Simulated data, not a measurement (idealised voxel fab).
process module | voxel gate over fins
cross-section cut | 265 nm wide | cells 5 nm
A cross-section is a grid of square cells, given in bands from the top down. A band is one or more rows of cells.
Each band's line starts with the height of the band's top and of its bottom, in nm. Then come its materials from left to right, each with its width in nm. One material with "throughout" fills the band from edge to edge. "air" is empty space.
Height 0 is the level under which the wafer as received is all one material. The lowest band goes on downwards, as in "0 down".
A width such as "30 to 40" changes by the same amount from each row of cells to the next, from the band's top row to its bottom row.
"no change" after a step means that no cell of the cross-section changed.
closed voids: empty space of 8 cells or more with no open way to the top, each as width x height at its distance from the left edge, in nm
after a step's settings: what the simulator itself notes on the step
overlay nm, on a step with a mask: how far to the right of its planned place the mask lay; to the left if negative
plan
1 op RECEIVE | material Si
2 op CONFORMAL_DEP | material SiN | thk nm 5
3 op MASKED_ETCH | tone cover | mask id FINS | width nm 15 | pitch nm 50 | etch materials SiN | depth nm 5 | overlay nm 0
4 op MASKED_ETCH | tone cover | mask id FINS | width nm 15 | pitch nm 50 | etch materials Si | depth nm 35 | overlay nm 0
5 op FILL_DEP | material SiO2 | thk nm 5
6 op CMP | height nm 5
7 op DIRECTIONAL_DEP | material aC | thk nm 5
8 op PATTERN | tone open | mask id RAIL | material resist | width nm 15 | thk nm 35 | overlay nm 0
9 op DIRECTIONAL_ETCH | etch materials aC | depth nm 15
10 op STRIP | etch materials resist
11 op DIRECTIONAL_ETCH | etch materials SiO2 | depth nm 35
12 op STRIP | etch materials aC
13 op CONFORMAL_DEP | material TiN | thk nm 5
14 op FILL_DEP | material W | thk nm 5
15 op CMP | height nm 5
16 op SELECTIVE_ETCH | etch materials W Ru TiN | depth nm 30
17 op FILL_DEP | material SiO2 | thk nm 5
18 op CMP | height nm 5
19 op SELECTIVE_ETCH | etch materials SiO2 | depth nm 20
20 op STRIP | etch materials SiN
21 op CONFORMAL_DEP | material HfO2 | thk nm 5
22 op CONFORMAL_DEP | material TiN | thk nm 5
23 op FILL_DEP | material W | thk nm 15
24 op CMP | height nm 20
25 op CONFORMAL_DEP | material SiN | thk nm 10
varied across the wafers: thk nm of step 7. The plan shows the first wafer's value. All wafers start alike
first wafer as received, after step 1
  0 down: Si throughout
  closed voids: none
first wafer at the end, after step 25
  30 to 20: SiN throughout
  20 to 10: W throughout
  10 to 5: W 65 | TiN 35 | W 15 | TiN 35 | W 15 | TiN 35 | W 65
  5 to 0: W 65 | TiN 5 | HfO2 25 | TiN 5 | W 15 | TiN 5 | HfO2 25 | TiN 5 | W 15 | TiN 5 | HfO2 25 | TiN 5 | W 65
  0 to -5: W 65 | TiN 5 | HfO2 5 | Si 15 | HfO2 5 | TiN 5 | W 15 | TiN 5 | HfO2 5 | Si 15 | HfO2 5 | TiN 5 | W 15 | TiN 5 | HfO2 5 | Si 15 | HfO2 5 | TiN 5 | W 65
  -5 to -10: TiN 70 | HfO2 5 | Si 15 | HfO2 5 | TiN 25 | HfO2 5 | Si 15 | HfO2 5 | TiN 25 | HfO2 5 | Si 15 | HfO2 5 | TiN 70
  -10 to -15: HfO2 75 | Si 15 | HfO2 35 | Si 15 | HfO2 35 | Si 15 | HfO2 75
  -15 to -25: SiO2 75 | Si 15 | SiO2 35 | Si 15 | SiO2 35 | Si 15 | SiO2 75
  -25 to -30: SiO2 75 | Si 15 | SiO2 10 | TiN 15 | SiO2 10 | Si 15 | SiO2 35 | Si 15 | SiO2 75
  -30 to -35: SiO2 75 | Si 15 | SiO2 35 | Si 15 | SiO2 35 | Si 15 | SiO2 75
  -35 down: Si throughout
  closed voids: none
last wafer at the end
  30 to 20: SiN throughout
  20 to 10: W throughout
  10 to 5: W 65 | TiN 35 | W 15 | TiN 35 | W 15 | TiN 35 | W 65
  5 to 0: W 65 | TiN 5 | HfO2 25 | TiN 5 | W 15 | TiN 5 | HfO2 25 | TiN 5 | W 15 | TiN 5 | HfO2 25 | TiN 5 | W 65
  0 to -5: W 65 | TiN 5 | HfO2 5 | Si 15 | HfO2 5 | TiN 5 | W 15 | TiN 5 | HfO2 5 | Si 15 | HfO2 5 | TiN 5 | W 15 | TiN 5 | HfO2 5 | Si 15 | HfO2 5 | TiN 5 | W 65
  -5 to -10: TiN 70 | HfO2 5 | Si 15 | HfO2 5 | TiN 25 | HfO2 5 | Si 15 | HfO2 5 | TiN 25 | HfO2 5 | Si 15 | HfO2 5 | TiN 70
  -10 to -15: HfO2 75 | Si 15 | HfO2 35 | Si 15 | HfO2 35 | Si 15 | HfO2 75
  -15 to -35: SiO2 75 | Si 15 | SiO2 35 | Si 15 | SiO2 35 | Si 15 | SiO2 75
  -35 down: Si throughout
  closed voids: none
each wafer at the end: cells of each material gained (+) or lost (-) since it was received, then its closed voids
thk nm 5 | +71 HfO2 | -308 Si | +106 SiN | +173 SiO2 | +74 TiN | +202 W | closed voids: none
thk nm 10 | +71 HfO2 | -308 Si | +106 SiN | +173 SiO2 | +74 TiN | +202 W | closed voids: none
thk nm 15 | +71 HfO2 | -308 Si | +106 SiN | +173 SiO2 | +74 TiN | +202 W | closed voids: none
thk nm 20 | +71 HfO2 | -308 Si | +106 SiN | +176 SiO2 | +71 TiN | +202 W | closed voids: none
thk nm 25 | +71 HfO2 | -308 Si | +106 SiN | +176 SiO2 | +71 TiN | +202 W | closed voids: none
thk nm 30 | +71 HfO2 | -308 Si | +106 SiN | +176 SiO2 | +71 TiN | +202 W | closed voids: none
